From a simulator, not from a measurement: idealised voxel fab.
process module | voxel transistor to metal
cross-section cut | 275 nm wide | cells 5 nm
A cross-section is a grid of square cells, given in bands from the top down. A band is one or more rows of cells.
Each band's line starts with the height of the band's top and of its bottom, in nm. Then come its materials from left to right, each with its width in nm. One material with "throughout" fills the band from edge to edge. "air" is empty space.
Height 0 is the level under which the wafer as received is all one material. The lowest band goes on downwards, as in "0 down".
A width such as "30 to 40" changes by the same amount from each row of cells to the next, from the band's top row to its bottom row.
"no change" after a step means that no cell of the cross-section changed.
closed voids: empty space of 8 cells or more with no open way to the top, each as width x height at its distance from the left edge, in nm
after a step's settings: what the simulator itself notes on the step
overlay nm, on a step with a mask: how far to the right of its planned place the mask lay; to the left if negative
plan
1 op RECEIVE | material Si
2 op OXIDIZE | depth nm 5
3 op CONFORMAL_DEP | material SiN | thk nm 15
4 op PATTERN | tone cover | mask id ACTIVE | material resist | width nm 100 | pitch nm 125 | thk nm 15 | overlay nm 0
5 op DIRECTIONAL_ETCH | etch materials SiN | depth nm 15
6 op DIRECTIONAL_ETCH | etch materials SiO2 | depth nm 5
7 op DIRECTIONAL_ETCH | etch materials Si | depth nm 35
8 op STRIP | etch materials resist
9 op FILL_DEP | material SiO2 | thk nm 10
10 op CMP | height nm 15
11 op SELECTIVE_ETCH | etch materials SiO2 | depth nm 10
12 op STRIP | etch materials SiN
13 op SELECTIVE_ETCH | etch materials SiO2 | depth nm 5
14 op OXIDIZE | depth nm 5
15 op DIRECTIONAL_DEP | material polySi | thk nm 30
16 op DIRECTIONAL_DEP | material SiCN | thk nm 10
17 op PATTERN | tone cover | mask id GATE | material resist | width nm 20 | pitch nm 125 | thk nm 15 | overlay nm 0
18 op DIRECTIONAL_ETCH | etch materials SiCN | depth nm 20
19 op DIRECTIONAL_ETCH | etch materials polySi | depth nm 40
20 op STRIP | etch materials resist
21 op CONFORMAL_DEP | material SiO2 | thk nm 5
22 op DIRECTIONAL_ETCH | etch materials SiO2 | depth nm 5
23 op CONFORMAL_DEP | material SiN | thk nm 10
24 op DIRECTIONAL_ETCH | etch materials SiN | depth nm 10
25 op DIRECTIONAL_ETCH | etch materials SiO2 | depth nm 5
26 op EPI | material pSi | thk nm 5
27 op FILL_DEP | material SiO2 | thk nm 5
28 op CMP | height nm 35
29 op DIRECTIONAL_DEP | material SiO2 | thk nm 15
30 op PATTERN | tone open | mask id CONTACT | material resist | width nm 15 | thk nm 20 | overlay nm 0
31 op DIRECTIONAL_ETCH | etch materials SiO2 | depth nm 55
32 op STRIP | etch materials resist
33 op CONFORMAL_DEP | material TiN | thk nm 5
34 op FILL_DEP | material Ru | thk nm 10
35 op CMP | height nm 50
36 op CONFORMAL_DEP | material SiN | thk nm 5
37 op DIRECTIONAL_DEP | material SiO2 | thk nm 15
38 op MASKED_ETCH | tone open | mask id METAL_1 | width nm 15 | etch materials SiO2 | depth nm 15 | overlay nm 0
39 op MASKED_ETCH | tone open | mask id METAL_1 | width nm 15 | etch materials SiN | depth nm 5 | overlay nm -15
40 op CONFORMAL_DEP | material TiN | thk nm 5
41 op FILL_DEP | material Cu | thk nm 10
42 op CMP | height nm 70
43 op EPI | material Ru | thk nm 5
44 op FILL_DEP | material SiCN | thk nm 5
45 op DIRECTIONAL_DEP | material lowk | thk nm 35
46 op DIRECTIONAL_DEP | material aC | thk nm 15
47 op PATTERN | tone open | mask id METAL_2 | material resist | width nm 15 | pitch nm 125 | thk nm 35 | overlay nm 0
48 op DIRECTIONAL_ETCH | etch materials aC | depth nm 15
49 op STRIP | etch materials resist
50 op DIRECTIONAL_ETCH | etch materials lowk | depth nm 20
51 op STRIP | etch materials aC
52 op PATTERN | tone open | mask id METAL_2_HOLES | material resist | width nm 15 | pitch nm 125 | thk nm 15 | overlay nm 0
53 op DIRECTIONAL_ETCH | etch materials lowk | depth nm 15
54 op DIRECTIONAL_ETCH | etch materials SiCN | depth nm 5
55 op STRIP | etch materials resist
56 op CONFORMAL_DEP | material TiN | thk nm 5
57 op FILL_DEP | material Cu | thk nm 5
58 op CMP | height nm 115
59 op CONFORMAL_DEP | material SiN | thk nm 5
varied across the wafers: overlay nm of step 39. The plan shows the first wafer's value. All wafers start alike
first wafer as received, after step 1
  0 down: Si throughout
  closed voids: none
each wafer at the end: cells of each material gained (+) or lost (-) since it was received, then its closed voids
overlay nm -15 | +22 Cu | +56 Ru | -200 Si | +100 SiCN | +182 SiN | +603 SiO2 | +154 TiN | +343 lowk | +12 pSi | +48 polySi | closed voids: none
overlay nm -10 | +22 Cu | +56 Ru | -200 Si | +100 SiCN | +178 SiN | +603 SiO2 | +158 TiN | +343 lowk | +12 pSi | +48 polySi | closed voids: none
overlay nm -5 | +22 Cu | +56 Ru | -200 Si | +100 SiCN | +174 SiN | +603 SiO2 | +162 TiN | +343 lowk | +12 pSi | +48 polySi | closed voids: none
overlay nm 0 | +26 Cu | +56 Ru | -200 Si | +100 SiCN | +170 SiN | +603 SiO2 | +162 TiN | +343 lowk | +12 pSi | +48 polySi | closed voids: none
overlay nm 5 | +22 Cu | +56 Ru | -200 Si | +100 SiCN | +174 SiN | +603 SiO2 | +162 TiN | +343 lowk | +12 pSi | +48 polySi | closed voids: none
overlay nm 10 | +22 Cu | +56 Ru | -200 Si | +100 SiCN | +178 SiN | +603 SiO2 | +158 TiN | +343 lowk | +12 pSi | +48 polySi | closed voids: none
overlay nm 15 | +22 Cu | +56 Ru | -200 Si | +100 SiCN | +182 SiN | +603 SiO2 | +154 TiN | +343 lowk | +12 pSi | +48 polySi | closed voids: none
